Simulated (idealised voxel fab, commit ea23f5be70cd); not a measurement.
A process module follows: voxel transistor to metal.
Shown is cross-section cut, with a width of 225 nm and square cells of size 5 nm.
We lay out every cross-section as a grid of square cells and spell it out in bands from the top down, where one band means one or more rows of cells.
Heights first: top, then bottom, in nm. Then materials, left to right, each with a width in nm. "all across" on a single material: fills the band edge to edge. "blank": empty space.
Heads up on the height convention: 0 is the point under which the incoming wafer is all one material, and the lowest band has no bottom, it just keeps going down, like "0 and below".
Top row gets the first number, bottom row gets the second, and each row in between changes by the same step: that is how a band width like "30..40" works.
"nothing changed" (step): cross-section cells unchanged, all of them.
Heads up: "Closed-off voids" only lists the empty pockets with no open path to the top that are 8 cells or more, and it writes them as width x height at distance, distance from the left edge, in nm.
Step line, after settings: the simulator's comment on this step.
Among the settings permitted on a step's line is "overlay nm"; applied to a step with a mask, it specifies the extent to which the mask lay to the right of its planned position, whereas a negative figure signifies a position to the left.
-- Planned process steps
| 1 | RECEIVE: material Si |
| 2 | CONFORMAL_DEP: material SiO2, thk nm 5 |
| 3 | CONFORMAL_DEP: material SiN, thk nm 15 |
| 4 | MASKED_ETCH: tone cover, mask id ACTIVE, width nm 85, pitch nm 110, etch materials SiN, depth nm 15, overlay nm 0 |
| 5 | MASKED_ETCH: tone cover, mask id ACTIVE, width nm 85, pitch nm 110, etch materials SiO2, depth nm 5, overlay nm 0 |
| 6 | MASKED_ETCH: tone cover, mask id ACTIVE, width nm 85, pitch nm 110, etch materials Si, depth nm 30, overlay nm 0 |
| 7 | OXIDIZE: depth nm 5 |
| 8 | FILL_DEP: material SiO2, thk nm 10 |
| 9 | CMP: height nm 20 |
| 10 | SELECTIVE_ETCH: etch materials SiO2, depth nm 10 |
| 11 | STRIP: etch materials SiN |
| 12 | SELECTIVE_ETCH: etch materials SiO2, depth nm 5 |
| 13 | OXIDIZE: depth nm 5 |
| 14 | DIRECTIONAL_DEP: material polySi, thk nm 25 |
| 15 | DIRECTIONAL_DEP: material SiCN, thk nm 15 |
| 16 | DIRECTIONAL_DEP: material aC, thk nm 10 |
| 17 | PATTERN: tone cover, mask id GATE, material resist, width nm 15, pitch nm 110, thk nm 30, overlay nm 0 |
| 18 | DIRECTIONAL_ETCH: etch materials aC, depth nm 10 |
| 19 | STRIP: etch materials resist |
| 20 | DIRECTIONAL_ETCH: etch materials SiCN, depth nm 25 |
| 21 | DIRECTIONAL_ETCH: etch materials polySi, depth nm 35 |
| 22 | STRIP: etch materials aC |
| 23 | CONFORMAL_DEP: material SiN, thk nm 5 |
| 24 | DIRECTIONAL_ETCH: etch materials SiN, depth nm 5 |
| 25 | DIRECTIONAL_ETCH: etch materials SiO2, depth nm 5 |
| 26 | DIRECTIONAL_ETCH: etch materials Si, depth nm 15 |
| 27 | EPI: material pSi, thk nm 15 |
| 28 | FILL_DEP: material SiO2, thk nm 10 |
| 29 | CMP: height nm 40 |
| 30 | DIRECTIONAL_DEP: material SiO2, thk nm 15 |
| 31 | MASKED_ETCH: tone open, mask id CONTACT, width nm 15, etch materials SiO2, depth nm 60, overlay nm 0 |
| 32 | CONFORMAL_DEP: material TiN, thk nm 5 |
| 33 | FILL_DEP: material W, thk nm 5 |
| 34 | CMP: height nm 55 |
| 35 | CONFORMAL_DEP: material SiCN, thk nm 5 |
| 36 | DIRECTIONAL_DEP: material SiO2, thk nm 15 |
| 37 | MASKED_ETCH: tone open, mask id METAL_1, width nm 15, etch materials SiO2, depth nm 15, overlay nm 0 |
| 38 | MASKED_ETCH: tone open, mask id METAL_1, width nm 15, etch materials SiCN, depth nm 5, overlay nm 0 |
| 39 | CONFORMAL_DEP: material TiN, thk nm 5 |
| 40 | FILL_DEP: material Ru, thk nm 10 |
| 41 | CMP: height nm 75 |
| 42 | CONFORMAL_DEP: material SiN, thk nm 5 |
-- So this is the incoming wafer in cross-section - it's already been through step 1
    0 and below | Si all across
    Closed-off voids: none
-- First of two wafers: cross-section at end of module, run per plan
    80 down to 75 | SiN all across
    75 down to 60 | SiO2 20; TiN 5; Ru 5; TiN 5; SiO2 45; TiN 5; Ru 5; TiN 5; SiO2 35; TiN 5; Ru 5; TiN 5; SiO2 45; TiN 5; Ru 5; TiN 5; SiO2 20
    60 down to 55 | SiCN 20; TiN 15; SiCN 45; TiN 15; SiCN 35; TiN 15; SiCN 45; TiN 15; SiCN 20
    55 down to 40 | SiO2 20; TiN 5; W 5; TiN 5; SiO2 45; TiN 5; W 5; TiN 5; SiO2 35; TiN 5; W 5; TiN 5; SiO2 45; TiN 5; W 5; TiN 5; SiO2 20
    40 down to 25 | SiO2 20; TiN 5; W 5; TiN 5; SiO2 10; SiN 5; SiCN 15; SiN 5; SiO2 10; TiN 5; W 5; TiN 5; SiO2 35; TiN 5; W 5; TiN 5; SiO2 10; SiN 5; SiCN 15; SiN 5; SiO2 10; TiN 5; W 5; TiN 5; SiO2 20
    25 down to 15 | SiO2 20; TiN 5; W 5; TiN 5; SiO2 10; SiN 5; polySi 15; SiN 5; SiO2 10; TiN 5; W 5; TiN 5; SiO2 35; TiN 5; W 5; TiN 5; SiO2 10; SiN 5; polySi 15; SiN 5; SiO2 10; TiN 5; W 5; TiN 5; SiO2 20
    15 down to 10 | SiO2 20; TiN 15; SiO2 10; SiN 5; polySi 15; SiN 5; SiO2 10; TiN 15; SiO2 35; TiN 15; SiO2 10; SiN 5; polySi 15; SiN 5; SiO2 10; TiN 15; SiO2 20
    10 down to 5 | SiO2 20; TiN 10; pSi 15; SiN 5; polySi 15; SiN 5; pSi 15; TiN 10; SiO2 35; TiN 10; pSi 15; SiN 5; polySi 15; SiN 5; pSi 15; TiN 10; SiO2 20
    5 down to 0 | SiO2 10; SiN 5; SiO2 5; TiN 10; pSi 15; SiN 5; polySi 15; SiN 5; pSi 15; TiN 10; SiO2 5; SiN 5; SiO2 15; SiN 5; SiO2 5; TiN 10; pSi 15; SiN 5; polySi 15; SiN 5; pSi 15; TiN 10; SiO2 5; SiN 5; SiO2 10
    0 down to -5 | SiO2 20; TiN 10; pSi 15; SiO2 25; pSi 15; TiN 10; SiO2 35; TiN 10; pSi 15; SiO2 25; pSi 15; TiN 10; SiO2 20
    -5 down to -20 | SiO2 20; pSi 25; Si 25; pSi 25; SiO2 35; pSi 25; Si 25; pSi 25; SiO2 20
    -20 down to -35 | SiO2 20; Si 75; SiO2 35; Si 75; SiO2 20
    -35 and below | Si all across
    Closed-off voids: none
-- Wafer two, sectioned after the module: the first wafer's start, the first wafer's plan, and one mistake in how it was run
    80 down to 75 | SiN all across
    75 down to 60 | SiO2 20; TiN 5; Ru 5; TiN 5; SiO2 45; TiN 5; Ru 5; TiN 5; SiO2 35; TiN 5; Ru 5; TiN 5; SiO2 45; TiN 5; Ru 5; TiN 5; SiO2 20
    60 down to 55 | SiCN 20; TiN 15; SiCN 45; TiN 15; SiCN 35; TiN 15; SiCN 45; TiN 15; SiCN 20
    55 down to 45 | W 15; TiN 5; SiO2 15; TiN 5; W 35; TiN 5; SiO2 15; TiN 5; W 25; TiN 5; SiO2 15; TiN 5; W 35; TiN 5; SiO2 15; TiN 5; W 15
    45 down to 40 | W 15; TiN 5; SiO2 15; TiN 45; SiO2 15; TiN 5; W 25; TiN 5; SiO2 15; TiN 45; SiO2 15; TiN 5; W 15
    40 down to 25 | W 15; TiN 5; SiO2 15; TiN 10; SiN 5; SiCN 15; SiN 5; TiN 10; SiO2 15; TiN 5; W 25; TiN 5; SiO2 15; TiN 10; SiN 5; SiCN 15; SiN 5; TiN 10; SiO2 15; TiN 5; W 15
    25 down to 10 | W 15; TiN 5; SiO2 15; TiN 10; SiN 5; polySi 15; SiN 5; TiN 10; SiO2 15; TiN 5; W 25; TiN 5; SiO2 15; TiN 10; SiN 5; polySi 15; SiN 5; TiN 10; SiO2 15; TiN 5; W 15
    10 down to 5 | W 5; TiN 15; SiO2 10; pSi 15; SiN 5; polySi 15; SiN 5; pSi 15; SiO2 10; TiN 15; W 5; TiN 15; SiO2 10; pSi 15; SiN 5; polySi 15; SiN 5; pSi 15; SiO2 10; TiN 15; W 5
    5 down to 0 | W 5; TiN 5; SiN 5; TiN 5; SiO2 10; pSi 15; SiN 5; polySi 15; SiN 5; pSi 15; SiO2 10; TiN 5; SiN 5; TiN 5; W 5; TiN 5; SiN 5; TiN 5; SiO2 10; pSi 15; SiN 5; polySi 15; SiN 5; pSi 15; SiO2 10; TiN 5; SiN 5; TiN 5; W 5
    0 down to -5 | TiN 10; SiO2 5; TiN 5; SiO2 10; pSi 15; SiO2 25; pSi 15; SiO2 10; TiN 5; SiO2 5; TiN 15; SiO2 5; TiN 5; SiO2 10; pSi 15; SiO2 25; pSi 15; SiO2 10; TiN 5; SiO2 5; TiN 10
    -5 down to -20 | SiO2 20; pSi 25; Si 25; pSi 25; SiO2 35; pSi 25; Si 25; pSi 25; SiO2 20
    -20 down to -35 | SiO2 20; Si 75; SiO2 35; Si 75; SiO2 20
    -35 and below | Si all across
    Closed-off voids: none
Against the plan, the run slipped here: so step 31 ended up running with a different setting than we planned, it ran as MASKED_ETCH: tone cover, mask id CONTACT, width nm 15, etch materials SiO2, depth nm 60, overlay nm 0
Bottom line after processing is that, in cells, the second wafer is up or down on some materials versus the first: SiO2: 142 fewer; TiN: 41 more; W: 101 more
